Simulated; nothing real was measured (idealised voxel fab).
The process module that follows is named voxel ribs on slabs.
For reference, the cross-section in this document is cut, with width 270 nm and square cells of 5 nm.
This document writes a cross-section as a grid whose cells are square, and gives it as bands, listed from the top down; one or more rows of cells form a band. Heights first: top, then bottom, in nm. Then materials, left to right, each with a width in nm. "edge to edge" on a single material: fills the band edge to edge. "empty": empty space. Heights are expressed relative to 0, this being the level below which the as-received wafer comprises one material exclusively. The lowest band is unbounded in the downward direction and is denoted as in "0 nm and below". The two numbers in a width such as "30..40" mark its ends across the band: the first belongs to the top row of cells, the second to the bottom row, and from each row to the next the width moves by the same amount. "remained unchanged" -> step changed no cross-section cell. The list in "Enclosed void list" covers empty spaces of 8 cells or more that cannot reach the top through any open way, and it gives each as width x height at distance; the distance is from the left edge, and width, height and distance are in nm. Post-settings text on a step line: simulator's own remark regarding the step. Each step line may optionally specify "overlay nm", which for a step with a mask gives the rightward distance between the mask's planned place and where it lay, a negative value indicating the leftward direction.
Listed below are the process steps as planned
- 1: RECEIVE with material Si
- 2: DIRECTIONAL_DEP with material SiO2, thk nm 30
- 3: DIRECTIONAL_DEP with material polySi, thk nm 20
- 4: PATTERN with tone cover, mask id RIB, material resist, width nm 20, thk nm 15, overlay nm 0
- 5: DIRECTIONAL_ETCH with etch materials polySi, depth nm 5
- 6: STRIP with etch materials resist
- 7: DIRECTIONAL_DEP with material aC, thk nm 15
- 8: PATTERN with tone cover, mask id SLAB, material resist, width nm 50, thk nm 35, overlay nm 0
- 9: DIRECTIONAL_ETCH with etch materials aC, depth nm 15
- 10: STRIP with etch materials resist
- 11: DIRECTIONAL_ETCH with etch materials polySi, depth nm 15
- 12: STRIP with etch materials aC
- 13: FILL_DEP with material SiO2, thk nm 25
- 14: CMP with height nm 65
- 15: DIRECTIONAL_DEP with material TiN, thk nm 5
- 16: PATTERN with tone cover, mask id HEATER, material resist, width nm 30, thk nm 15, overlay nm 0
- 17: DIRECTIONAL_ETCH with etch materials TiN, depth nm 5
- 18: STRIP with etch materials resist
- 19: CONFORMAL_DEP with material SiO2, thk nm 10
The first of a set of two wafers, run to plan
Wafer cross-section on receipt, i.e. after step 1
0 nm and below | Si edge to edge
Enclosed void list: none
Cross-section of the wafer after step 2
30 nm to 0 nm | SiO2 edge to edge
Everything below 0 is unchanged.
Cross-section of the wafer after step 3
50 nm to 30 nm | polySi edge to edge
Everything below 30 is unchanged.
Cross-section of the wafer after step 4
65 nm to 50 nm | empty 125 nm / resist 20 nm / empty 125 nm
Everything below 50 is unchanged.
Cross-section of the wafer after step 5
65 nm to 50 nm | empty 125 nm / resist 20 nm / empty 125 nm
50 nm to 45 nm | empty 125 nm / polySi 20 nm / empty 125 nm
Everything below 45 is unchanged.
Cross-section of the wafer after step 6
50 nm to 45 nm | empty 125 nm / polySi 20 nm / empty 125 nm
Everything below 45 is unchanged.
Cross-section of the wafer after step 7
65 nm to 60 nm | empty 125 nm / aC 20 nm / empty 125 nm
60 nm to 50 nm | aC edge to edge
50 nm to 45 nm | aC 125 nm / polySi 20 nm / aC 125 nm
Everything below 45 is unchanged.
Cross-section of the wafer after step 8
100 nm to 65 nm | empty 110 nm / resist 50 nm / empty 110 nm
65 nm to 60 nm | empty 110 nm / resist 15 nm / aC 20 nm / resist 15 nm / empty 110 nm
Everything below 60 is unchanged.
Cross-section of the wafer after step 9
85 nm to 65 nm | empty 110 nm / resist 50 nm / empty 110 nm
65 nm to 60 nm | empty 110 nm / resist 15 nm / aC 20 nm / resist 15 nm / empty 110 nm
60 nm to 50 nm | empty 110 nm / aC 50 nm / empty 110 nm
50 nm to 45 nm | empty 110 nm / aC 15 nm / polySi 20 nm / aC 15 nm / empty 110 nm
Everything below 45 is unchanged.
Cross-section of the wafer after step 10
65 nm to 60 nm | empty 125 nm / aC 20 nm / empty 125 nm
Everything below 60 is unchanged.
Cross-section of the wafer after step 11
65 nm to 60 nm | empty 125 nm / aC 20 nm / empty 125 nm
60 nm to 50 nm | empty 110 nm / aC 50 nm / empty 110 nm
50 nm to 45 nm | empty 110 nm / aC 15 nm / polySi 20 nm / aC 15 nm / empty 110 nm
45 nm to 30 nm | empty 110 nm / polySi 50 nm / empty 110 nm
Everything below 30 is unchanged.
Cross-section of the wafer after step 12
50 nm to 45 nm | empty 125 nm / polySi 20 nm / empty 125 nm
Everything below 45 is unchanged.
Cross-section of the wafer after step 13
75 nm to 50 nm | SiO2 edge to edge
50 nm to 45 nm | SiO2 125 nm / polySi 20 nm / SiO2 125 nm
45 nm to 30 nm | SiO2 110 nm / polySi 50 nm / SiO2 110 nm
Everything below 30 is unchanged.
Cross-section of the wafer after step 14
65 nm to 50 nm | SiO2 edge to edge
Everything below 50 is unchanged.
Cross-section of the wafer after step 15
70 nm to 65 nm | TiN edge to edge
Everything below 65 is unchanged.
Cross-section of the wafer after step 16
85 nm to 70 nm | empty 120 nm / resist 30 nm / empty 120 nm
Everything below 70 is unchanged.
Cross-section of the wafer after step 17
85 nm to 70 nm | empty 120 nm / resist 30 nm / empty 120 nm
70 nm to 65 nm | empty 120 nm / TiN 30 nm / empty 120 nm
Everything below 65 is unchanged.
Cross-section of the wafer after step 18
70 nm to 65 nm | empty 120 nm / TiN 30 nm / empty 120 nm
Everything below 65 is unchanged.
Cross-section of the wafer after step 19
80 nm to 75 nm | empty 110 nm / SiO2 50 nm / empty 110 nm
75 nm to 70 nm | SiO2 edge to edge
70 nm to 65 nm | SiO2 120 nm / TiN 30 nm / SiO2 120 nm
Everything below 65 is unchanged.
Notes, second wafer: start = first wafer's, plan = first wafer's, execution had one mistake; history identical to first through step 1
Cross-section of the second wafer when, according to plan, step 2 should have finished
60 nm to 0 nm | SiO2 edge to edge
Everything below 0 is unchanged.
Cross-section of the second wafer when, according to plan, step 3 should have finished
80 nm to 60 nm | polySi edge to edge
Everything below 60 is unchanged.
Cross-section of the second wafer when, according to plan, step 4 should have finished
95 nm to 80 nm | empty 125 nm / resist 20 nm / empty 125 nm
Everything below 80 is unchanged.
Cross-section of the second wafer when, according to plan, step 5 should have finished
95 nm to 80 nm | empty 125 nm / resist 20 nm / empty 125 nm
80 nm to 75 nm | empty 125 nm / polySi 20 nm / empty 125 nm
Everything below 75 is unchanged.
Cross-section of the second wafer when, according to plan, step 6 should have finished
80 nm to 75 nm | empty 125 nm / polySi 20 nm / empty 125 nm
Everything below 75 is unchanged.
Cross-section of the second wafer when, according to plan, step 7 should have finished
95 nm to 90 nm | empty 125 nm / aC 20 nm / empty 125 nm
90 nm to 80 nm | aC edge to edge
80 nm to 75 nm | aC 125 nm / polySi 20 nm / aC 125 nm
Everything below 75 is unchanged.
Cross-section of the second wafer when, according to plan, step 8 should have finished
130 nm to 95 nm | empty 110 nm / resist 50 nm / empty 110 nm
95 nm to 90 nm | empty 110 nm / resist 15 nm / aC 20 nm / resist 15 nm / empty 110 nm
Everything below 90 is unchanged.
Cross-section of the second wafer when, according to plan, step 9 should have finished
115 nm to 95 nm | empty 110 nm / resist 50 nm / empty 110 nm
95 nm to 90 nm | empty 110 nm / resist 15 nm / aC 20 nm / resist 15 nm / empty 110 nm
90 nm to 80 nm | empty 110 nm / aC 50 nm / empty 110 nm
80 nm to 75 nm | empty 110 nm / aC 15 nm / polySi 20 nm / aC 15 nm / empty 110 nm
Everything below 75 is unchanged.
Cross-section of the second wafer when, according to plan, step 10 should have finished
95 nm to 90 nm | empty 125 nm / aC 20 nm / empty 125 nm
Everything below 90 is unchanged.
Cross-section of the second wafer when, according to plan, step 11 should have finished
95 nm to 90 nm | empty 125 nm / aC 20 nm / empty 125 nm
90 nm to 80 nm | empty 110 nm / aC 50 nm / empty 110 nm
80 nm to 75 nm | empty 110 nm / aC 15 nm / polySi 20 nm / aC 15 nm / empty 110 nm
75 nm to 60 nm | empty 110 nm / polySi 50 nm / empty 110 nm
Everything below 60 is unchanged.
Cross-section of the second wafer when, according to plan, step 12 should have finished
80 nm to 75 nm | empty 125 nm / polySi 20 nm / empty 125 nm
Everything below 75 is unchanged.
Cross-section of the second wafer when, according to plan, step 13 should have finished
105 nm to 80 nm | SiO2 edge to edge
80 nm to 75 nm | SiO2 125 nm / polySi 20 nm / SiO2 125 nm
75 nm to 60 nm | SiO2 110 nm / polySi 50 nm / SiO2 110 nm
Everything below 60 is unchanged.
Cross-section of the second wafer when, according to plan, step 14 should have finished
65 nm to 60 nm | SiO2 110 nm / polySi 50 nm / SiO2 110 nm
Everything below 60 is unchanged.
Cross-section of the second wafer when, according to plan, step 15 should have finished
70 nm to 65 nm | TiN edge to edge
Everything below 65 is unchanged.
Cross-section of the second wafer when, according to plan, step 16 should have finished
85 nm to 70 nm | empty 120 nm / resist 30 nm / empty 120 nm
Everything below 70 is unchanged.
Cross-section of the second wafer when, according to plan, step 17 should have finished
85 nm to 70 nm | empty 120 nm / resist 30 nm / empty 120 nm
70 nm to 65 nm | empty 120 nm / TiN 30 nm / empty 120 nm
Everything below 65 is unchanged.
Cross-section of the second wafer when, according to plan, step 18 should have finished
70 nm to 65 nm | empty 120 nm / TiN 30 nm / empty 120 nm
Everything below 65 is unchanged.
Cross-section of the second wafer when, according to plan, step 19 should have finished
80 nm to 75 nm | empty 110 nm / SiO2 50 nm / empty 110 nm
75 nm to 70 nm | SiO2 edge to edge
70 nm to 65 nm | SiO2 120 nm / TiN 30 nm / SiO2 120 nm
Everything below 65 is unchanged.
Deviation from plan: plan step 2 ran twice
Count the cells at the end and the second wafer has more or fewer of some materials than the first: SiO2: 24 more; polySi: 24 fewer
